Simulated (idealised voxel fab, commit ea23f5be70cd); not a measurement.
Process module in this document: voxel self aligned contacts
Cross-section cut: width 220 nm, square cells of 5 nm.
Think of the cross-section as a grid of square cells. We describe it in bands, top to bottom, and each band covers one or more rows of those cells. Each band's line starts with the height of the band's top and of its bottom, in nm. Then come its materials from left to right, each with its width in nm. One material with "throughout" fills the band from edge to edge. "empty" is empty space. Note: height 0 marks the level under which the wafer is uniformly one material as received. Lowest band unbounded below, written "z 0 and below". The width entry "30 to 40" should be interpreted row by row: the top row of cells in the band takes the first number, the bottom row takes the second number, and the change between adjacent rows is uniform throughout. "left unchanged" -> step changed no cross-section cell. "Sealed cavities" lists enclosed empty spaces (at least 8 cells, no open path upward to the top), each as width x height at distance from the left edge, in nm. The remark found on a step's line after its settings is issued by the simulator itself and pertains to that step. "overlay nm" answers the question of how far to the right of plan the mask lay on a step that has a mask, and when it is negative the answer is to the left.
**Intended process steps**
step 1: RECEIVE [material Si]
step 2: CONFORMAL_DEP [material SiO2] [thk nm 5]
step 3: DIRECTIONAL_DEP [material polySi] [thk nm 25]
step 4: DIRECTIONAL_DEP [material SiN] [thk nm 25]
step 5: DIRECTIONAL_DEP [material aC] [thk nm 15]
step 6: PATTERN [tone cover] [mask id GATE] [material resist] [width nm 25] [pitch nm 70] [thk nm 30] [overlay nm 0]
step 7: DIRECTIONAL_ETCH [etch materials aC] [depth nm 15]
step 8: STRIP [etch materials resist]
step 9: DIRECTIONAL_ETCH [etch materials SiN] [depth nm 25]
step 10: DIRECTIONAL_ETCH [etch materials polySi] [depth nm 25]
step 11: STRIP [etch materials aC]
step 12: CONFORMAL_DEP [material SiN] [thk nm 10]
step 13: DIRECTIONAL_ETCH [etch materials SiN] [depth nm 10]
step 14: FILL_DEP [material SiO2] [thk nm 20]
step 15: CMP [height nm 65]
step 16: PATTERN [tone open] [mask id CONTACT] [material resist] [width nm 55] [thk nm 20] [overlay nm 0]
step 17: DIRECTIONAL_ETCH [etch materials SiO2] [depth nm 65]
step 18: STRIP [etch materials resist]
step 19: CONFORMAL_DEP [material TiN] [thk nm 5]
step 20: FILL_DEP [material W] [thk nm 10]
step 21: CMP [height nm 65]
step 22: CONFORMAL_DEP [material SiN] [thk nm 5]
**Here's what the wafer looked like in cross-section when it arrived - that's after step 1**
    z 0 and below = Si throughout
    Sealed cavities: none
**The plan above was carried out on the starting structure above with one mistake, and this cross-section shows the wafer at the end of the module**
    z 70 to 65 = SiN throughout
    z 65 to 55 = SiO2=80  TiN=5 to 20  W=45 to 15  TiN=5 to 20  SiO2=85
    z 55 to 30 = SiO2=50  SiN=45  TiN=5  W=15  TiN=5  SiN=45  SiO2=55
    z 30 to 25 = SiO2=95  TiN=25  SiO2=100
    z 25 to 0 = polySi throughout
    z 0 and below = Si throughout
    Sealed cavities: none
Deviation from plan: plan vs actual: 2 and 3 interchanged
